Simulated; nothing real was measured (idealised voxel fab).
Process module, titled voxel released beams
Each square cell in cross-section cut measures 5 nm, and the section as a whole is 160 nm wide.
Cross-section, as written here: a square-cell grid given band by band from the top down, where a band holds one or more rows of cells. Band entry format. Leading values: height of top, height of bottom, nm. Remainder: materials in left-to-right order, each with its width in nm. Special words: "all across" on a single material, which then fills the band edge to edge; "blank", empty space. Heights are measured from 0, the level below which the as-received wafer is all one material; the lowest band has no bottom and continues downward, written as in "0 and below". The expression "30..40" gives the width at the extremes of the band, the first number at its top row of cells and the second at its bottom row, with the width changing by equal amounts from each row to the next in between. A step reported as "same as before" is a step in which no cell of the cross-section changed. Closed-off voids of 8+ cells (no open route to the top) go in "Enclosed internal voids", written width x height at distance from the left edge, in nm. It should be noted that, on the line of a given step, the content following the step's settings is a remark produced by the simulator itself with respect to that step. overlay nm: step with mask; distance mask lay right of planned place; negative value = left of planned place.

# Steps in the process plan
1. RECEIVE, material Si
2. CONFORMAL_DEP, material Al2O3, thk nm 10
3. DIRECTIONAL_DEP, material SiO2, thk nm 10
4. PATTERN, tone open, mask id ANCHOR, material resist, width nm 30, thk nm 15, overlay nm 0
5. DIRECTIONAL_ETCH, etch materials SiO2, depth nm 10
6. STRIP, etch materials resist
7. CONFORMAL_DEP, material SiN, thk nm 10
8. DIRECTIONAL_DEP, material aC, thk nm 15
9. PATTERN, tone cover, mask id BEAM, material resist, width nm 95, thk nm 30, overlay nm 0
10. DIRECTIONAL_ETCH, etch materials aC, depth nm 15
11. STRIP, etch materials resist
12. DIRECTIONAL_ETCH, etch materials SiN, depth nm 10
13. STRIP, etch materials aC
14. STRIP, etch materials SiO2

# So, the first of our two wafers, run just as we planned it

# Wafer cross-section on receipt, i.e. after step 1
* 0 and below = Si all across
* Enclosed internal voids: none

# So this is the wafer cross-section right after step 2
* 10 down to 0 = Al2O3 all across
* All layers under 0 are left as they were.

# So this is the wafer cross-section right after step 3
* 20 down to 10 = SiO2 all across
* All layers under 10 are left as they were.

# So this is the wafer cross-section right after step 4
* 35 down to 20 = 35 resist  30 blank  95 resist
* All layers under 20 are left as they were.

# So this is the wafer cross-section right after step 5
* 35 down to 20 = 35 resist  30 blank  95 resist
* 20 down to 10 = 35 SiO2  30 blank  95 SiO2
* All layers under 10 are left as they were.

# So this is the wafer cross-section right after step 6
* 20 down to 10 = 35 SiO2  30 blank  95 SiO2
* All layers under 10 are left as they were.

# So this is the wafer cross-section right after step 7
* 30 down to 20 = 45 SiN  10 blank  105 SiN
* 20 down to 10 = 35 SiO2  30 SiN  95 SiO2
* All layers under 10 are left as they were.

# So this is the wafer cross-section right after step 8
* 45 down to 35 = 45 aC  10 blank  105 aC
* 35 down to 30 = aC all across
* 30 down to 20 = 45 SiN  10 aC  105 SiN
* All layers under 20 are left as they were.

# So this is the wafer cross-section right after step 9
* 75 down to 45 = 30 blank  95 resist  35 blank
* 45 down to 35 = 45 aC  10 resist  105 aC
* All layers under 35 are left as they were.

# So this is the wafer cross-section right after step 10
* 60 down to 45 = 30 blank  95 resist  35 blank
* 45 down to 35 = 30 blank  15 aC  10 resist  70 aC  35 blank
* 35 down to 30 = 30 blank  95 aC  35 blank
* All layers under 30 are left as they were.

# So this is the wafer cross-section right after step 11
* 45 down to 35 = 30 blank  15 aC  10 blank  70 aC  35 blank
* All layers under 35 are left as they were.

# So this is the wafer cross-section right after step 12
* 45 down to 35 = 30 blank  15 aC  10 blank  70 aC  35 blank
* 35 down to 30 = 30 blank  95 aC  35 blank
* 30 down to 20 = 30 blank  15 SiN  10 aC  70 SiN  35 blank
* All layers under 20 are left as they were.

# So this is the wafer cross-section right after step 13
* 30 down to 20 = 30 blank  15 SiN  10 blank  70 SiN  35 blank
* All layers under 20 are left as they were.

# So this is the wafer cross-section right after step 14
* 30 down to 20 = 30 blank  15 SiN  10 blank  70 SiN  35 blank
* 20 down to 10 = 35 blank  30 SiN  95 blank
* All layers under 10 are left as they were.

# Wafer two. Identical start, identical plan. One mistake in execution. Identical history through step 1

# Cross-section of the second wafer at the time by which step 2 should have been completed according to the plan
* 10 down to 0 = SiO2 all across
* All layers under 0 are left as they were.

# Cross-section of the second wafer at the time by which step 3 should have been completed according to the plan
* 20 down to 10 = Al2O3 all across
* All layers under 10 are left as they were.

# Cross-section of the second wafer at the time by which step 4 should have been completed according to the plan
* 35 down to 20 = 35 resist  30 blank  95 resist
* All layers under 20 are left as they were.

Cross-section of the second wafer at the time by which step 5 should have been completed according to the plan: same as before

# Cross-section of the second wafer at the time by which step 6 should have been completed according to the plan
* 20 down to 10 = Al2O3 all across
* All layers under 10 are left as they were.

# Cross-section of the second wafer at the time by which step 7 should have been completed according to the plan
* 30 down to 20 = SiN all across
* All layers under 20 are left as they were.

# Cross-section of the second wafer at the time by which step 8 should have been completed according to the plan
* 45 down to 30 = aC all across
* All layers under 30 are left as they were.

# Cross-section of the second wafer at the time by which step 9 should have been completed according to the plan
* 75 down to 45 = 30 blank  95 resist  35 blank
* All layers under 45 are left as they were.

# Cross-section of the second wafer at the time by which step 10 should have been completed according to the plan
* 60 down to 45 = 30 blank  95 resist  35 blank
* 45 down to 30 = 30 blank  95 aC  35 blank
* All layers under 30 are left as they were.

# Cross-section of the second wafer at the time by which step 11 should have been completed according to the plan
* 45 down to 30 = 30 blank  95 aC  35 blank
* All layers under 30 are left as they were.

# Cross-section of the second wafer at the time by which step 12 should have been completed according to the plan
* 45 down to 30 = 30 blank  95 aC  35 blank
* 30 down to 20 = 30 blank  95 SiN  35 blank
* All layers under 20 are left as they were.

# Cross-section of the second wafer at the time by which step 13 should have been completed according to the plan
* 30 down to 20 = 30 blank  95 SiN  35 blank
* All layers under 20 are left as they were.

Cross-section of the second wafer at the time by which step 14 should have been completed according to the plan: same as before
Nonconformance to the process plan: the intended sequence of steps 2 and 3 was reversed during processing, with each occupying the position of the other
Wrapping up, a cell-based count of both wafers puts the second over or under the first for these materials: SiN -8, SiO2 +64
